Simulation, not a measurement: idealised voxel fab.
process module | voxel capacitor over wiring
cross-section cut | 260 nm wide | cells 5 nm
A cross-section is a grid of square cells, given in bands from the top down. A band is one or more rows of cells.
Each band's line starts with the height of the band's top and of its bottom, in nm. Then come its materials from left to right, each with its width in nm. One material with "throughout" fills the band from edge to edge. "air" is empty space.
Height 0 is the level under which the wafer as received is all one material. The lowest band goes on downwards, as in "0 down".
A width such as "30 to 40" changes by the same amount from each row of cells to the next, from the band's top row to its bottom row.
"no change" after a step means that no cell of the cross-section changed.
closed voids: empty space of 8 cells or more with no open way to the top, each as width x height at its distance from the left edge, in nm
after a step's settings: what the simulator itself notes on the step
overlay nm, on a step with a mask: how far to the right of its planned place the mask lay; to the left if negative
plan
1 op RECEIVE | material Si
2 op CONFORMAL_DEP | material SiO2 | thk nm 10
3 op CONFORMAL_DEP | material SiN | thk nm 5
4 op DIRECTIONAL_DEP | material lowk | thk nm 25
5 op DIRECTIONAL_DEP | material aC | thk nm 15
6 op PATTERN | tone open | mask id METAL_1 | material resist | width nm 20 | pitch nm 80 | thk nm 30 | overlay nm 0
7 op DIRECTIONAL_ETCH | etch materials aC | depth nm 15
8 op STRIP | etch materials resist
9 op DIRECTIONAL_ETCH | etch materials lowk | depth nm 25
10 op DIRECTIONAL_ETCH | etch materials SiN | depth nm 5
11 op STRIP | etch materials aC
12 op CONFORMAL_DEP | material TiN | thk nm 5
13 op FILL_DEP | material Cu | thk nm 5
14 op CMP | height nm 40
15 op CONFORMAL_DEP | material SiCN | thk nm 5
16 op DIRECTIONAL_DEP | material SiO2 | thk nm 20
17 op PATTERN | tone open | mask id PLUG_1 | material resist | width nm 15 | thk nm 20 | overlay nm 0
18 op DIRECTIONAL_ETCH | etch materials SiO2 | depth nm 20
19 op DIRECTIONAL_ETCH | etch materials SiCN | depth nm 5
20 op STRIP | etch materials resist
21 op EPI | material Ru | thk nm 10
22 op EPI | material Ru | thk nm 10
23 op EPI | material Ru | thk nm 5
24 op DIRECTIONAL_DEP | material TiN | thk nm 5
25 op DIRECTIONAL_DEP | material Al2O3 | thk nm 5
26 op DIRECTIONAL_DEP | material TiN | thk nm 5
27 op PATTERN | tone cover | mask id UPPER_PLATE | material resist | width nm 65 | thk nm 20 | overlay nm 0
28 op DIRECTIONAL_ETCH | etch materials TiN | depth nm 5
29 op DIRECTIONAL_ETCH | etch materials Al2O3 | depth nm 5
30 op STRIP | etch materials resist
31 op DIRECTIONAL_DEP | material aC | thk nm 10
32 op PATTERN | tone cover | mask id LOWER_PLATE | material resist | width nm 75 | thk nm 25 | overlay nm 0
33 op DIRECTIONAL_ETCH | etch materials aC | depth nm 10
34 op STRIP | etch materials resist
35 op DIRECTIONAL_ETCH | etch materials TiN | depth nm 5
36 op STRIP | etch materials aC
37 op FILL_DEP | material SiO2 | thk nm 20
38 op CMP | height nm 95
39 op DIRECTIONAL_DEP | material aC | thk nm 15
40 op PATTERN | tone open | mask id PLUG_2 | material resist | width nm 15 | thk nm 30 | overlay nm 0
41 op DIRECTIONAL_ETCH | etch materials aC | depth nm 15
42 op STRIP | etch materials resist
43 op DIRECTIONAL_ETCH | etch materials SiO2 | depth nm 15
44 op STRIP | etch materials aC
45 op CONFORMAL_DEP | material TiN | thk nm 5
46 op FILL_DEP | material Cu | thk nm 10
47 op CMP | height nm 95
48 op CONFORMAL_DEP | material SiN | thk nm 5
as received, after step 1
  0 down: Si throughout
  closed voids: none
first wafer at the end, as planned
  100 to 95: SiN throughout
  95 to 85: SiO2 95 | TiN 5 | Cu 5 | TiN 5 | SiO2 150
  85 to 75: SiO2 95 to 85 | TiN 15 to 65 | SiO2 150 to 110
  75 to 70: SiO2 85 | Al2O3 65 | SiO2 110
  70 to 65: SiO2 80 | TiN 75 | SiO2 105
  65 to 45: SiO2 85 | Ru 15 | SiO2 160
  45 to 40: SiCN 85 | Ru 15 | SiCN 160
  40 to 15: lowk 80 | TiN 5 | Cu 10 | TiN 5 | lowk 60 | TiN 5 | Cu 10 | TiN 5 | lowk 80
  15 to 10: SiN 80 | TiN 20 | SiN 60 | TiN 20 | SiN 80
  10 to 0: SiO2 throughout
  0 down: Si throughout
  closed voids: none
second wafer at the end: like start, like plan, one mistake
  100 to 95: SiN throughout
  95 to 85: SiO2 95 | TiN 5 | Cu 5 | TiN 5 | SiO2 150
  85 to 75: SiO2 95 to 85 | TiN 15 to 65 | SiO2 150 to 110
  75 to 70: SiO2 85 | Al2O3 65 | SiO2 110
  70 to 65: SiO2 80 | TiN 75 | SiO2 105
  65 to 45: SiO2 85 | Ru 20 | SiO2 155
  45 to 40: SiCN 85 | Ru 20 | SiCN 155
  40 to 15: lowk 80 | TiN 5 | Cu 10 | TiN 5 | lowk 60 | TiN 5 | Cu 10 | TiN 5 | lowk 80
  15 to 10: SiN 80 | TiN 20 | SiN 60 | TiN 20 | SiN 80
  10 to 0: SiO2 throughout
  0 down: Si throughout
  closed voids: none
what went wrong: step 17 ran as: op PATTERN | tone open | mask id PLUG_1 | material resist | width nm 20 | thk nm 20 | overlay nm 0
at the end the second wafer has, in cells: 5 more of Ru | 1 fewer of SiCN | 4 fewer of SiO2
